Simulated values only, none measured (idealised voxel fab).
A process module follows: voxel wiring stack.
The cross-section shown here is cut; it is 190 nm wide and divided into square cells measuring 5 nm on a side.
Cross-section layout: square cells on a grid; listed as bands, top to bottom; a band spans one or more cell rows. Heights first: top, then bottom, in nm. Then materials, left to right, each with a width in nm. "edge to edge" on a single material: fills the band edge to edge. "empty": empty space. Heights are expressed relative to 0, this being the level below which the as-received wafer comprises one material exclusively. The lowest band is unbounded in the downward direction and is denoted as in "0 down". Width: "30 to 40" (first number = top row, second number = bottom row, same change from row to row of cells). The designation "identical to before", where it is given for a processing step, indicates that no cell of the cross-section was altered in the course of that step. "Unvented voids" enumerates empty spaces isolated from the top, with no open way to it, that contain at least 8 cells, giving each as width x height at distance from the left edge, all three in nm. On a step's line, text after the settings is the simulator commenting on that step. When a step includes a mask, the "overlay nm" setting on its line states how far to the right of its planned place that mask lay, and negative values state how far to the left.

# Process steps - plan
step 1: RECEIVE with material Si
step 2: CONFORMAL_DEP with material SiO2, thk nm 15
step 3: CONFORMAL_DEP with material SiN, thk nm 5
step 4: DIRECTIONAL_DEP with material lowk, thk nm 20
step 5: PATTERN with tone open, mask id METAL_1, material resist, width nm 25, pitch nm 45, thk nm 15, overlay nm 0
step 6: DIRECTIONAL_ETCH with etch materials lowk, depth nm 20
step 7: DIRECTIONAL_ETCH with etch materials SiN, depth nm 5
step 8: STRIP with etch materials resist
step 9: CONFORMAL_DEP with material TiN, thk nm 5
step 10: FILL_DEP with material Cu, thk nm 10
step 11: CMP with height nm 40
step 12: CONFORMAL_DEP with material SiCN, thk nm 5
step 13: DIRECTIONAL_DEP with material lowk, thk nm 10
step 14: PATTERN with tone open, mask id PLUG_1, material resist, width nm 15, pitch nm 90, thk nm 20, overlay nm 0
step 15: DIRECTIONAL_ETCH with etch materials lowk, depth nm 10
step 16: DIRECTIONAL_ETCH with etch materials SiCN, depth nm 5
step 17: STRIP with etch materials resist
step 18: CONFORMAL_DEP with material TiN, thk nm 5
step 19: FILL_DEP with material W, thk nm 5
step 20: CMP with height nm 55
step 21: CONFORMAL_DEP with material SiN, thk nm 5
step 22: DIRECTIONAL_DEP with material lowk, thk nm 20
step 23: MASKED_ETCH with tone open, mask id METAL_2, width nm 25, pitch nm 45, etch materials lowk, depth nm 20, overlay nm 0
step 24: MASKED_ETCH with tone open, mask id METAL_2, width nm 25, pitch nm 45, etch materials SiN, depth nm 5, overlay nm 0
step 25: CONFORMAL_DEP with material TiN, thk nm 5
step 26: FILL_DEP with material Cu, thk nm 10
step 27: CMP with height nm 80
step 28: EPI with material Ru, thk nm 5
step 29: FILL_DEP with material SiCN, thk nm 5

# first wafer, as planned

# Step 1 complete: cross-section of the wafer as received
    0 down = Si edge to edge
    Unvented voids: none

# Step 2 complete: cross-section through the wafer
    15 to 0 = SiO2 edge to edge
    Note: structure below 0 unchanged.

# Step 3 complete: cross-section through the wafer
    20 to 15 = SiN edge to edge
    Note: structure below 15 unchanged.

# Step 4 complete: cross-section through the wafer
    40 to 20 = lowk edge to edge
    Note: structure below 20 unchanged.

# Step 5 complete: cross-section through the wafer
    55 to 40 = 15 resist, 25 empty, 20 resist, 25 empty, 20 resist, 25 empty, 20 resist, 25 empty, 15 resist
    Note: structure below 40 unchanged.

# Step 6 complete: cross-section through the wafer
    55 to 40 = 15 resist, 25 empty, 20 resist, 25 empty, 20 resist, 25 empty, 20 resist, 25 empty, 15 resist
    40 to 20 = 15 lowk, 25 empty, 20 lowk, 25 empty, 20 lowk, 25 empty, 20 lowk, 25 empty, 15 lowk
    Note: structure below 20 unchanged.

# Step 7 complete: cross-section through the wafer
    55 to 40 = 15 resist, 25 empty, 20 resist, 25 empty, 20 resist, 25 empty, 20 resist, 25 empty, 15 resist
    40 to 20 = 15 lowk, 25 empty, 20 lowk, 25 empty, 20 lowk, 25 empty, 20 lowk, 25 empty, 15 lowk
    20 to 15 = 15 SiN, 25 empty, 20 SiN, 25 empty, 20 SiN, 25 empty, 20 SiN, 25 empty, 15 SiN
    Note: structure below 15 unchanged.

# Step 8 complete: cross-section through the wafer
    40 to 20 = 15 lowk, 25 empty, 20 lowk, 25 empty, 20 lowk, 25 empty, 20 lowk, 25 empty, 15 lowk
    Note: structure below 20 unchanged.

# Step 9 complete: cross-section through the wafer
    45 to 40 = 20 TiN, 15 empty, 30 TiN, 15 empty, 30 TiN, 15 empty, 30 TiN, 15 empty, 20 TiN
    40 to 20 = 15 lowk, 5 TiN, 15 empty, 5 TiN, 20 lowk, 5 TiN, 15 empty, 5 TiN, 20 lowk, 5 TiN, 15 empty, 5 TiN, 20 lowk, 5 TiN, 15 empty, 5 TiN, 15 lowk
    20 to 15 = 15 SiN, 25 TiN, 20 SiN, 25 TiN, 20 SiN, 25 TiN, 20 SiN, 25 TiN, 15 SiN
    Note: structure below 15 unchanged.

# Step 10 complete: cross-section through the wafer
    55 to 45 = Cu edge to edge
    45 to 40 = 20 TiN, 15 Cu, 30 TiN, 15 Cu, 30 TiN, 15 Cu, 30 TiN, 15 Cu, 20 TiN
    40 to 20 = 15 lowk, 5 TiN, 15 Cu, 5 TiN, 20 lowk, 5 TiN, 15 Cu, 5 TiN, 20 lowk, 5 TiN, 15 Cu, 5 TiN, 20 lowk, 5 TiN, 15 Cu, 5 TiN, 15 lowk
    Note: structure below 20 unchanged.

# Step 11 complete: cross-section through the wafer
    40 to 20 = 15 lowk, 5 TiN, 15 Cu, 5 TiN, 20 lowk, 5 TiN, 15 Cu, 5 TiN, 20 lowk, 5 TiN, 15 Cu, 5 TiN, 20 lowk, 5 TiN, 15 Cu, 5 TiN, 15 lowk
    Note: structure below 20 unchanged.

# Step 12 complete: cross-section through the wafer
    45 to 40 = SiCN edge to edge
    Note: structure below 40 unchanged.

# Step 13 complete: cross-section through the wafer
    55 to 45 = lowk edge to edge
    Note: structure below 45 unchanged.

# Step 14 complete: cross-section through the wafer
    75 to 55 = 15 resist, 15 empty, 75 resist, 15 empty, 70 resist
    Note: structure below 55 unchanged.

# Step 15 complete: cross-section through the wafer
    75 to 55 = 15 resist, 15 empty, 75 resist, 15 empty, 70 resist
    55 to 45 = 15 lowk, 15 empty, 75 lowk, 15 empty, 70 lowk
    Note: structure below 45 unchanged.

# Step 16 complete: cross-section through the wafer
    75 to 55 = 15 resist, 15 empty, 75 resist, 15 empty, 70 resist
    55 to 45 = 15 lowk, 15 empty, 75 lowk, 15 empty, 70 lowk
    45 to 40 = 15 SiCN, 15 empty, 75 SiCN, 15 empty, 70 SiCN
    Note: structure below 40 unchanged.

# Step 17 complete: cross-section through the wafer
    55 to 45 = 15 lowk, 15 empty, 75 lowk, 15 empty, 70 lowk
    Note: structure below 45 unchanged.

# Step 18 complete: cross-section through the wafer
    60 to 55 = 20 TiN, 5 empty, 85 TiN, 5 empty, 75 TiN
    55 to 45 = 15 lowk, 5 TiN, 5 empty, 5 TiN, 75 lowk, 5 TiN, 5 empty, 5 TiN, 70 lowk
    45 to 40 = 15 SiCN, 15 TiN, 75 SiCN, 15 TiN, 70 SiCN
    Note: structure below 40 unchanged.

# Step 19 complete: cross-section through the wafer
    65 to 60 = W edge to edge
    60 to 55 = 20 TiN, 5 W, 85 TiN, 5 W, 75 TiN
    55 to 45 = 15 lowk, 5 TiN, 5 W, 5 TiN, 75 lowk, 5 TiN, 5 W, 5 TiN, 70 lowk
    Note: structure below 45 unchanged.

# Step 20 complete: cross-section through the wafer
    55 to 45 = 15 lowk, 5 TiN, 5 W, 5 TiN, 75 lowk, 5 TiN, 5 W, 5 TiN, 70 lowk
    Note: structure below 45 unchanged.

# Step 21 complete: cross-section through the wafer
    60 to 55 = SiN edge to edge
    Note: structure below 55 unchanged.

# Step 22 complete: cross-section through the wafer
    80 to 60 = lowk edge to edge
    Note: structure below 60 unchanged.

# Step 23 complete: cross-section through the wafer
    80 to 60 = 15 lowk, 25 empty, 20 lowk, 25 empty, 20 lowk, 25 empty, 20 lowk, 25 empty, 15 lowk
    Note: structure below 60 unchanged.

# Step 24 complete: cross-section through the wafer
    80 to 60 = 15 lowk, 25 empty, 20 lowk, 25 empty, 20 lowk, 25 empty, 20 lowk, 25 empty, 15 lowk
    60 to 55 = 15 SiN, 25 empty, 20 SiN, 25 empty, 20 SiN, 25 empty, 20 SiN, 25 empty, 15 SiN
    Note: structure below 55 unchanged.

# Step 25 complete: cross-section through the wafer
    85 to 80 = 20 TiN, 15 empty, 30 TiN, 15 empty, 30 TiN, 15 empty, 30 TiN, 15 empty, 20 TiN
    80 to 60 = 15 lowk, 5 TiN, 15 empty, 5 TiN, 20 lowk, 5 TiN, 15 empty, 5 TiN, 20 lowk, 5 TiN, 15 empty, 5 TiN, 20 lowk, 5 TiN, 15 empty, 5 TiN, 15 lowk
    60 to 55 = 15 SiN, 25 TiN, 20 SiN, 25 TiN, 20 SiN, 25 TiN, 20 SiN, 25 TiN, 15 SiN
    Note: structure below 55 unchanged.

# Step 26 complete: cross-section through the wafer
    95 to 85 = Cu edge to edge
    85 to 80 = 20 TiN, 15 Cu, 30 TiN, 15 Cu, 30 TiN, 15 Cu, 30 TiN, 15 Cu, 20 TiN
    80 to 60 = 15 lowk, 5 TiN, 15 Cu, 5 TiN, 20 lowk, 5 TiN, 15 Cu, 5 TiN, 20 lowk, 5 TiN, 15 Cu, 5 TiN, 20 lowk, 5 TiN, 15 Cu, 5 TiN, 15 lowk
    Note: structure below 60 unchanged.

# Step 27 complete: cross-section through the wafer
    80 to 60 = 15 lowk, 5 TiN, 15 Cu, 5 TiN, 20 lowk, 5 TiN, 15 Cu, 5 TiN, 20 lowk, 5 TiN, 15 Cu, 5 TiN, 20 lowk, 5 TiN, 15 Cu, 5 TiN, 15 lowk
    Note: structure below 60 unchanged.

# Step 28 complete: cross-section through the wafer
    85 to 80 = 10 empty, 35 Ru, 10 empty, 35 Ru, 10 empty, 35 Ru, 10 empty, 35 Ru, 10 empty
    Note: structure below 80 unchanged.

# Step 29 complete: cross-section through the wafer
    90 to 85 = SiCN edge to edge
    85 to 80 = 10 SiCN, 35 Ru, 10 SiCN, 35 Ru, 10 SiCN, 35 Ru, 10 SiCN, 35 Ru, 10 SiCN
    Note: structure below 80 unchanged.

# The second wafer: identical to the first at the outset and in its planned sequence, differing only in that one mistake was made during processing; up to and including step 18, its path is the first wafer's path

# Second wafer shown in cross-section at the time step 19 was slated to end
    65 to 60 = lowk edge to edge
    60 to 55 = 20 TiN, 5 lowk, 85 TiN, 5 lowk, 75 TiN
    55 to 45 = 15 lowk, 5 TiN, 5 lowk, 5 TiN, 75 lowk, 5 TiN, 5 lowk, 5 TiN, 70 lowk
    Note: structure below 45 unchanged.

# Second wafer shown in cross-section at the time step 20 was slated to end
    55 to 45 = 15 lowk, 5 TiN, 5 lowk, 5 TiN, 75 lowk, 5 TiN, 5 lowk, 5 TiN, 70 lowk
    Note: structure below 45 unchanged.

# Second wafer shown in cross-section at the time step 21 was slated to end
    60 to 55 = SiN edge to edge
    Note: structure below 55 unchanged.

# Second wafer shown in cross-section at the time step 22 was slated to end
    80 to 60 = lowk edge to edge
    Note: structure below 60 unchanged.

# Second wafer shown in cross-section at the time step 23 was slated to end
    80 to 60 = 15 lowk, 25 empty, 20 lowk, 25 empty, 20 lowk, 25 empty, 20 lowk, 25 empty, 15 lowk
    Note: structure below 60 unchanged.

# Second wafer shown in cross-section at the time step 24 was slated to end
    80 to 60 = 15 lowk, 25 empty, 20 lowk, 25 empty, 20 lowk, 25 empty, 20 lowk, 25 empty, 15 lowk
    60 to 55 = 15 SiN, 25 empty, 20 SiN, 25 empty, 20 SiN, 25 empty, 20 SiN, 25 empty, 15 SiN
    Note: structure below 55 unchanged.

# Second wafer shown in cross-section at the time step 25 was slated to end
    85 to 80 = 20 TiN, 15 empty, 30 TiN, 15 empty, 30 TiN, 15 empty, 30 TiN, 15 empty, 20 TiN
    80 to 60 = 15 lowk, 5 TiN, 15 empty, 5 TiN, 20 lowk, 5 TiN, 15 empty, 5 TiN, 20 lowk, 5 TiN, 15 empty, 5 TiN, 20 lowk, 5 TiN, 15 empty, 5 TiN, 15 lowk
    60 to 55 = 15 SiN, 25 TiN, 20 SiN, 25 TiN, 20 SiN, 25 TiN, 20 SiN, 25 TiN, 15 SiN
    Note: structure below 55 unchanged.

# Second wafer shown in cross-section at the time step 26 was slated to end
    95 to 85 = Cu edge to edge
    85 to 80 = 20 TiN, 15 Cu, 30 TiN, 15 Cu, 30 TiN, 15 Cu, 30 TiN, 15 Cu, 20 TiN
    80 to 60 = 15 lowk, 5 TiN, 15 Cu, 5 TiN, 20 lowk, 5 TiN, 15 Cu, 5 TiN, 20 lowk, 5 TiN, 15 Cu, 5 TiN, 20 lowk, 5 TiN, 15 Cu, 5 TiN, 15 lowk
    Note: structure below 60 unchanged.

# Second wafer shown in cross-section at the time step 27 was slated to end
    80 to 60 = 15 lowk, 5 TiN, 15 Cu, 5 TiN, 20 lowk, 5 TiN, 15 Cu, 5 TiN, 20 lowk, 5 TiN, 15 Cu, 5 TiN, 20 lowk, 5 TiN, 15 Cu, 5 TiN, 15 lowk
    Note: structure below 60 unchanged.

# Second wafer shown in cross-section at the time step 28 was slated to end
    85 to 80 = 10 empty, 35 Ru, 10 empty, 35 Ru, 10 empty, 35 Ru, 10 empty, 35 Ru, 10 empty
    Note: structure below 80 unchanged.

# Second wafer shown in cross-section at the time step 29 was slated to end
    90 to 85 = SiCN edge to edge
    85 to 80 = 10 SiCN, 35 Ru, 10 SiCN, 35 Ru, 10 SiCN, 35 Ru, 10 SiCN, 35 Ru, 10 SiCN
    Note: structure below 80 unchanged.
What broke from the plan during processing? step 19 was processed under conditions differing from the plan, specifically as FILL_DEP with material lowk, thk nm 5
Wrapping up, a cell-based count of both wafers puts the second over or under the first for these materials: W: 4 fewer; lowk: 4 more
